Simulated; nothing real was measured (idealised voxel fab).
process module | voxel quadruple lines
cross-section cut | 290 nm wide | cells 5 nm
A cross-section is a grid of square cells, given in bands from the top down. A band is one or more rows of cells.
Each band's line starts with the height of the band's top and of its bottom, in nm. Then come its materials from left to right, each with its width in nm. One material with "throughout" fills the band from edge to edge. "air" is empty space.
Height 0 is the level under which the wafer as received is all one material. The lowest band goes on downwards, as in "0 down".
A width such as "30 to 40" changes by the same amount from each row of cells to the next, from the band's top row to its bottom row.
"no change" after a step means that no cell of the cross-section changed.
closed voids: empty space of 8 cells or more with no open way to the top, each as width x height at its distance from the left edge, in nm
after a step's settings: what the simulator itself notes on the step
overlay nm, on a step with a mask: how far to the right of its planned place the mask lay; to the left if negative
plan
1 op RECEIVE | material Si
2 op CONFORMAL_DEP | material SiO2 | thk nm 10
3 op DIRECTIONAL_DEP | material Ru | thk nm 10
4 op DIRECTIONAL_DEP | material polySi | thk nm 15
5 op DIRECTIONAL_DEP | material aC | thk nm 20
6 op PATTERN | tone cover | mask id MANDREL | material resist | width nm 20 | thk nm 25 | overlay nm 0
7 op DIRECTIONAL_ETCH | etch materials aC | depth nm 20
8 op STRIP | etch materials resist
9 op CONFORMAL_DEP | material SiO2 | thk nm 10
10 op DIRECTIONAL_ETCH | etch materials SiO2 | depth nm 10
11 op STRIP | etch materials aC
12 op DIRECTIONAL_ETCH | etch materials polySi | depth nm 15
13 op STRIP | etch materials SiO2
14 op CONFORMAL_DEP | material SiCN | thk nm 5
15 op DIRECTIONAL_ETCH | etch materials SiCN | depth nm 5
16 op STRIP | etch materials polySi
17 op DIRECTIONAL_ETCH | etch materials Ru | depth nm 10
18 op STRIP | etch materials SiCN
19 op FILL_DEP | material SiO2 | thk nm 10
20 op CMP | height nm 20
first wafer, as planned
as received, after step 1
  0 down: Si throughout
  closed voids: none
after step 2
  10 to 0: SiO2 throughout
  below 0: unchanged
after step 3
  20 to 10: Ru throughout
  below 10: unchanged
after step 4
  35 to 20: polySi throughout
  below 20: unchanged
after step 5
  55 to 35: aC throughout
  below 35: unchanged
after step 6
  80 to 55: air 135 | resist 20 | air 135
  below 55: unchanged
after step 7
  60 to 55: air 135 | resist 20 | air 135
  55 to 35: air 135 | aC 20 | air 135
  below 35: unchanged
after step 8
  55 to 35: air 135 | aC 20 | air 135
  below 35: unchanged
after step 9
  65 to 55: air 125 | SiO2 40 | air 125
  55 to 45: air 125 | SiO2 10 | aC 20 | SiO2 10 | air 125
  45 to 35: SiO2 135 | aC 20 | SiO2 135
  below 35: unchanged
after step 10
  55 to 35: air 125 | SiO2 10 | aC 20 | SiO2 10 | air 125
  below 35: unchanged
after step 11
  55 to 35: air 125 | SiO2 10 | air 20 | SiO2 10 | air 125
  below 35: unchanged
after step 12
  55 to 35: air 125 | SiO2 10 | air 20 | SiO2 10 | air 125
  35 to 20: air 125 | polySi 10 | air 20 | polySi 10 | air 125
  below 20: unchanged
after step 13
  35 to 20: air 125 | polySi 10 | air 20 | polySi 10 | air 125
  below 20: unchanged
after step 14
  40 to 35: air 120 | SiCN 20 | air 10 | SiCN 20 | air 120
  35 to 25: air 120 | SiCN 5 | polySi 10 | SiCN 5 | air 10 | SiCN 5 | polySi 10 | SiCN 5 | air 120
  25 to 20: SiCN 125 | polySi 10 | SiCN 20 | polySi 10 | SiCN 125
  below 20: unchanged
after step 15
  35 to 20: air 120 | SiCN 5 | polySi 10 | SiCN 5 | air 10 | SiCN 5 | polySi 10 | SiCN 5 | air 120
  below 20: unchanged
after step 16
  35 to 20: air 120 | SiCN 5 | air 10 | SiCN 5 | air 10 | SiCN 5 | air 10 | SiCN 5 | air 120
  below 20: unchanged
after step 17
  35 to 20: air 120 | SiCN 5 | air 10 | SiCN 5 | air 10 | SiCN 5 | air 10 | SiCN 5 | air 120
  20 to 10: air 120 | Ru 5 | air 10 | Ru 5 | air 10 | Ru 5 | air 10 | Ru 5 | air 120
  below 10: unchanged
after step 18
  20 to 10: air 120 | Ru 5 | air 10 | Ru 5 | air 10 | Ru 5 | air 10 | Ru 5 | air 120
  below 10: unchanged
after step 19
  30 to 20: SiO2 throughout
  20 to 10: SiO2 120 | Ru 5 | SiO2 10 | Ru 5 | SiO2 10 | Ru 5 | SiO2 10 | Ru 5 | SiO2 120
  below 10: unchanged
after step 20
  20 to 10: SiO2 120 | Ru 5 | SiO2 10 | Ru 5 | SiO2 10 | Ru 5 | SiO2 10 | Ru 5 | SiO2 120
  below 10: unchanged
second wafer: like start, like plan, one mistake. Through step 5 it matches the first wafer
when step 6 should have ended
  80 to 55: air 145 | resist 20 | air 125
  below 55: unchanged
when step 7 should have ended
  60 to 55: air 145 | resist 20 | air 125
  55 to 35: air 145 | aC 20 | air 125
  below 35: unchanged
when step 8 should have ended
  55 to 35: air 145 | aC 20 | air 125
  below 35: unchanged
when step 9 should have ended
  65 to 55: air 135 | SiO2 40 | air 115
  55 to 45: air 135 | SiO2 10 | aC 20 | SiO2 10 | air 115
  45 to 35: SiO2 145 | aC 20 | SiO2 125
  below 35: unchanged
when step 10 should have ended
  55 to 35: air 135 | SiO2 10 | aC 20 | SiO2 10 | air 115
  below 35: unchanged
when step 11 should have ended
  55 to 35: air 135 | SiO2 10 | air 20 | SiO2 10 | air 115
  below 35: unchanged
when step 12 should have ended
  55 to 35: air 135 | SiO2 10 | air 20 | SiO2 10 | air 115
  35 to 20: air 135 | polySi 10 | air 20 | polySi 10 | air 115
  below 20: unchanged
when step 13 should have ended
  35 to 20: air 135 | polySi 10 | air 20 | polySi 10 | air 115
  below 20: unchanged
when step 14 should have ended
  40 to 35: air 130 | SiCN 20 | air 10 | SiCN 20 | air 110
  35 to 25: air 130 | SiCN 5 | polySi 10 | SiCN 5 | air 10 | SiCN 5 | polySi 10 | SiCN 5 | air 110
  25 to 20: SiCN 135 | polySi 10 | SiCN 20 | polySi 10 | SiCN 115
  below 20: unchanged
when step 15 should have ended
  35 to 20: air 130 | SiCN 5 | polySi 10 | SiCN 5 | air 10 | SiCN 5 | polySi 10 | SiCN 5 | air 110
  below 20: unchanged
when step 16 should have ended
  35 to 20: air 130 | SiCN 5 | air 10 | SiCN 5 | air 10 | SiCN 5 | air 10 | SiCN 5 | air 110
  below 20: unchanged
when step 17 should have ended
  35 to 20: air 130 | SiCN 5 | air 10 | SiCN 5 | air 10 | SiCN 5 | air 10 | SiCN 5 | air 110
  20 to 10: air 130 | Ru 5 | air 10 | Ru 5 | air 10 | Ru 5 | air 10 | Ru 5 | air 110
  below 10: unchanged
when step 18 should have ended
  20 to 10: air 130 | Ru 5 | air 10 | Ru 5 | air 10 | Ru 5 | air 10 | Ru 5 | air 110
  below 10: unchanged
when step 19 should have ended
  30 to 20: SiO2 throughout
  20 to 10: SiO2 130 | Ru 5 | SiO2 10 | Ru 5 | SiO2 10 | Ru 5 | SiO2 10 | Ru 5 | SiO2 110
  below 10: unchanged
when step 20 should have ended
  20 to 10: SiO2 130 | Ru 5 | SiO2 10 | Ru 5 | SiO2 10 | Ru 5 | SiO2 10 | Ru 5 | SiO2 110
  below 10: unchanged
what went wrong: step 6 ran as: op PATTERN | tone cover | mask id MANDREL | material resist | width nm 20 | thk nm 25 | overlay nm 10
at the end the second wafer has, in cells: as many of each material as the first, in other places
